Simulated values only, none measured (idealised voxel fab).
The following process module bears the name voxel air gaps.
For reference, the cross-section in this document is cut, with width 265 nm and square cells of 5 nm.
Format of a cross-section: grid, square cells. Given as bands. Order: top down. Band: one or more rows of cells.
Band entry format. Leading values: height of top, height of bottom, nm. Remainder: materials in left-to-right order, each with its width in nm. Special words: "full width" on a single material, which then fills the band edge to edge; "empty", empty space.
Height reference: 0 = level under which incoming wafer is all one material. Lowest band: no bottom, runs on downward, e.g. "0..down".
Read "30 to 40" as a graded width: first number on top, second number at the bottom, same change between each pair of neighbouring rows.
The designation "no modification", where it is given for a processing step, indicates that no cell of the cross-section was altered in the course of that step.
For the entry "Sealed-off cavities", the listed items are empty spaces with no open way to the top whose size is 8 cells or more; each item follows the pattern width x height at distance, where distance is from the left edge and all three are in nm.
Past the settings on a step's line: simulator remark, on that step.
overlay nm: mask right of planned place by this much (step with mask). Neg. = left.

Plan:
1) RECEIVE: material Si
2) CONFORMAL_DEP: material SiO2, thk nm 15
3) CONFORMAL_DEP: material SiN, thk nm 5
4) DIRECTIONAL_DEP: material SiO2, thk nm 40
5) DIRECTIONAL_DEP: material aC, thk nm 15
6) PATTERN: tone open, mask id LINES, material resist, width nm 25, pitch nm 55, thk nm 35, overlay nm 0
7) DIRECTIONAL_ETCH: etch materials aC, depth nm 15
8) STRIP: etch materials resist
9) DIRECTIONAL_ETCH: etch materials SiO2, depth nm 40
10) STRIP: etch materials aC
11) CONFORMAL_DEP: material TiN, thk nm 5
12) FILL_DEP: material W, thk nm 10
13) CMP: height nm 60
14) EPI: material Ru, thk nm 10
15) SELECTIVE_ETCH: etch materials SiO2, depth nm 50
16) CONFORMAL_DEP: material SiCN, thk nm 5

Cross-sectional view of the wafer in its as-received condition, corresponding to the state after step 1:
	0..down  Si full width
	Sealed-off cavities: none

Cross-sectional view of the first of the two wafers upon completion of the module, processed in accordance with the plan:
	75..70  20 empty, 220 SiCN, 25 empty
	70..60  20 empty, 5 SiCN, 45 Ru, 10 SiCN, 45 Ru, 10 SiCN, 45 Ru, 10 SiCN, 45 Ru, 5 SiCN, 25 empty
	60..55  20 empty, 15 SiCN, 5 TiN, 15 W, 5 TiN, 30 SiCN, 5 TiN, 15 W, 5 TiN, 30 SiCN, 5 TiN, 15 W, 5 TiN, 30 SiCN, 5 TiN, 15 W, 5 TiN, 15 SiCN, 25 empty
	55..25  30 empty, 5 SiCN, 5 TiN, 15 W, 5 TiN, 5 SiCN, 20 empty, 5 SiCN, 5 TiN, 15 W, 5 TiN, 5 SiCN, 20 empty, 5 SiCN, 5 TiN, 15 W, 5 TiN, 5 SiCN, 20 empty, 5 SiCN, 5 TiN, 15 W, 5 TiN, 5 SiCN, 35 empty
	25..20  35 SiCN, 25 TiN, 30 SiCN, 25 TiN, 30 SiCN, 25 TiN, 30 SiCN, 25 TiN, 40 SiCN
	20..15  SiN full width
	15..0  SiO2 full width
	0..down  Si full width
	Sealed-off cavities: 20 x 30 at 65; 20 x 30 at 120; 20 x 30 at 175

Cross-sectional view of the second of two wafers upon completion of the module. This wafer shared its starting condition and process plan with the first; one error was made during its execution:
	85..80  10 empty, 240 SiCN, 15 empty
	80..60  10 empty, 5 SiCN, 230 Ru, 5 SiCN, 15 empty
	60..55  10 empty, 25 SiCN, 5 TiN, 15 W, 5 TiN, 30 SiO2, 5 TiN, 15 W, 5 TiN, 30 SiO2, 5 TiN, 15 W, 5 TiN, 30 SiO2, 5 TiN, 15 W, 5 TiN, 25 SiCN, 15 empty
	55..25  30 empty, 5 SiCN, 5 TiN, 15 W, 5 TiN, 30 SiO2, 5 TiN, 15 W, 5 TiN, 30 SiO2, 5 TiN, 15 W, 5 TiN, 30 SiO2, 5 TiN, 15 W, 5 TiN, 5 SiCN, 35 empty
	25..20  35 SiCN, 25 TiN, 30 SiO2, 25 TiN, 30 SiO2, 25 TiN, 30 SiO2, 25 TiN, 40 SiCN
	20..15  SiN full width
	15..0  SiO2 full width
	0..down  Si full width
	Sealed-off cavities: none
The plan and the run diverged here: plan step 14 ran twice
Wafer comparison, final, in cells, second relative to first, materials more or fewer: Ru +112; SiCN -72; SiO2 +144
First wafer closed voids (final) = 3; second wafer closed voids (final) = 0.
